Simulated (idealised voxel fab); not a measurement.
Proc. module: voxel fin reveal
The figure presents cross-section cut, which has a width of 180 nm and is divided into square cells with an edge length of 5 nm.
Format of a cross-section: grid, square cells. Given as bands. Order: top down. Band: one or more rows of cells.
What a band's entry tells you: where the top is and where the bottom is, as heights in nm, and after that what lies inside, material by material from left to right, each with its width in nm. Empty space is written as the word "empty", and a single material marked with the word "all across" occupies the band from edge to edge.
Ref level 0: as-received wafer is one material below here. Bottom band extends down with no lower bound ("0 down").
With a width like "30 to 40", each row of cells in the band differs from the next by the same amount, the top row carrying the first number and the bottom row the second.
"same as before", as given for a step, is the statement that not any cell of the cross-section underwent a change during that step.
"Internal closed voids" lists enclosed empty spaces (at least 8 cells, no open path upward to the top), each as width x height at distance from the left edge, in nm.
Whatever follows a step's settings on its line is a remark the simulator itself makes about that step.
What "overlay nm" on a step's line means: if the step has a mask, that mask lay this far to the right of its planned place, or, when the value is negative, to the left.

Here's what the planned process steps look like
1,op RECEIVE | material Si
2,op CONFORMAL_DEP | material SiN | thk nm 10
3,op MASKED_ETCH | tone cover | mask id FINS | width nm 15 | pitch nm 35 | etch materials SiN | depth nm 10 | overlay nm 0
4,op MASKED_ETCH | tone cover | mask id FINS | width nm 15 | pitch nm 35 | etch materials Si | depth nm 40 | overlay nm 0
5,op OXIDIZE | depth nm 5
6,op FILL_DEP | material SiO2 | thk nm 15
7,op CMP | height nm 10
8,op SELECTIVE_ETCH | etch materials SiO2 | depth nm 35
9,op STRIP | etch materials SiN

Cross-sectional view of the wafer in its as-received condition, corresponding to the state after step 1
* 0 down: Si all across
* Internal closed voids: none

First of two wafers: cross-section at end of module, run per plan
* 0 to -25: empty 70 / Si 5 / empty 30 / Si 5 / empty 70
* -25 to -45: SiO2 70 / Si 5 / SiO2 30 / Si 5 / SiO2 70
* -45 down: Si all across
* Internal closed voids: none

So this is wafer number two of the two, cut at the end of the module - it started where the first did and had the same plan, we just got one thing wrong running it
* 0 to -5: empty 80 / Si 5 / empty 30 / Si 5 / empty 60
* -5 to -25: empty 70 / Si 15 / empty 20 / Si 15 / empty 60
* -25 to -45: SiO2 70 / Si 15 / SiO2 20 / Si 15 / SiO2 60
* -45 down: Si all across
* Internal closed voids: none
Want to know what went wrong? for step 3, the planned setting was not used; the step was instead run as op MASKED_ETCH | tone cover | mask id FINS | width nm 15 | pitch nm 35 | etch materials SiN | depth nm 10 | overlay nm 10
Upon completion, the second wafer contains, in terms of cells, a greater or smaller amount of certain materials than the first wafer: 32 more of Si | 16 fewer of SiO2
